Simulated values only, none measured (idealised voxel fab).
process module | voxel self aligned vias
cross-section cut | 280 nm wide | cells 5 nm
A cross-section is a grid of square cells, given in bands from the top down. A band is one or more rows of cells.
Each band's line starts with the height of the band's top and of its bottom, in nm. Then come its materials from left to right, each with its width in nm. One material with "throughout" fills the band from edge to edge. "air" is empty space.
Height 0 is the level under which the wafer as received is all one material. The lowest band goes on downwards, as in "0 down".
A width such as "30 to 40" changes by the same amount from each row of cells to the next, from the band's top row to its bottom row.
"no change" after a step means that no cell of the cross-section changed.
closed voids: empty space of 8 cells or more with no open way to the top, each as width x height at its distance from the left edge, in nm
after a step's settings: what the simulator itself notes on the step
overlay nm, on a step with a mask: how far to the right of its planned place the mask lay; to the left if negative
plan
1 op RECEIVE | material Si
2 op CONFORMAL_DEP | material SiO2 | thk nm 15
3 op CONFORMAL_DEP | material SiCN | thk nm 5
4 op DIRECTIONAL_DEP | material SiO2 | thk nm 30
5 op PATTERN | tone open | mask id LINES | material resist | width nm 30 | pitch nm 70 | thk nm 20 | overlay nm 0
6 op DIRECTIONAL_ETCH | etch materials SiO2 | depth nm 30
7 op STRIP | etch materials resist
8 op CONFORMAL_DEP | material TiN | thk nm 5
9 op FILL_DEP | material Ru | thk nm 5
10 op CMP | height nm 50
11 op SELECTIVE_ETCH | etch materials W Ru TiN | depth nm 10
12 op FILL_DEP | material SiN | thk nm 5
13 op CMP | height nm 50
14 op DIRECTIONAL_DEP | material SiO2 | thk nm 15
15 op MASKED_ETCH | tone open | mask id VIAS | width nm 50 | pitch nm 70 | etch materials SiO2 | depth nm 15 | overlay nm 0
16 op MASKED_ETCH | tone open | mask id VIAS | width nm 50 | pitch nm 70 | etch materials SiN | depth nm 10 | overlay nm 0
17 op CONFORMAL_DEP | material TiN | thk nm 5
18 op FILL_DEP | material Ru | thk nm 5
19 op CMP | height nm 65
20 op CONFORMAL_DEP | material SiN | thk nm 5
as received, after step 1
  0 down: Si throughout
  closed voids: none
first wafer at the end, as planned
  70 to 65: SiN throughout
  65 to 55: SiO2 45 | TiN 5 | Ru 40 | TiN 5 | SiO2 20 | TiN 5 | Ru 40 | TiN 5 | SiO2 20 | TiN 5 | Ru 40 | TiN 5 | SiO2 45
  55 to 45: SiO2 45 to 55 | TiN 15 to 5 | Ru 20 | TiN 15 to 5 | SiO2 20 to 40 | TiN 15 to 5 | Ru 20 | TiN 15 to 5 | SiO2 20 to 40 | TiN 15 to 5 | Ru 20 | TiN 15 to 5 | SiO2 45 to 55
  45 to 40: SiO2 55 | TiN 30 | SiO2 40 | TiN 30 | SiO2 40 | TiN 30 | SiO2 55
  40 to 25: SiO2 55 | TiN 5 | Ru 20 | TiN 5 | SiO2 40 | TiN 5 | Ru 20 | TiN 5 | SiO2 40 | TiN 5 | Ru 20 | TiN 5 | SiO2 55
  25 to 20: SiO2 55 | TiN 30 | SiO2 40 | TiN 30 | SiO2 40 | TiN 30 | SiO2 55
  20 to 15: SiCN throughout
  15 to 0: SiO2 throughout
  0 down: Si throughout
  closed voids: none
second wafer at the end: like start, like plan, one mistake
  70 to 65: SiN throughout
  65 to 55: Ru 40 | TiN 5 | SiO2 50 | TiN 5 | Ru 10 | TiN 5 | SiO2 50 | TiN 5 | Ru 10 | TiN 5 | SiO2 50 | TiN 5 | Ru 40
  55 to 50: TiN 45 | SiO2 50 | TiN 20 | SiO2 50 | TiN 20 | SiO2 50 | TiN 45
  50 to 40: SiO2 55 | SiN 30 | SiO2 40 | SiN 30 | SiO2 40 | SiN 30 | SiO2 55
  40 to 25: SiO2 55 | TiN 5 | Ru 20 | TiN 5 | SiO2 40 | TiN 5 | Ru 20 | TiN 5 | SiO2 40 | TiN 5 | Ru 20 | TiN 5 | SiO2 55
  25 to 20: SiO2 55 | TiN 30 | SiO2 40 | TiN 30 | SiO2 40 | TiN 30 | SiO2 55
  20 to 15: SiCN throughout
  15 to 0: SiO2 throughout
  0 down: Si throughout
  closed voids: none
what went wrong: step 15 ran as: op MASKED_ETCH | tone cover | mask id VIAS | width nm 50 | pitch nm 70 | etch materials SiO2 | depth nm 15 | overlay nm 0
at the end the second wafer has, in cells: 32 fewer of Ru | 36 more of SiN | 12 more of SiO2 | 16 fewer of TiN
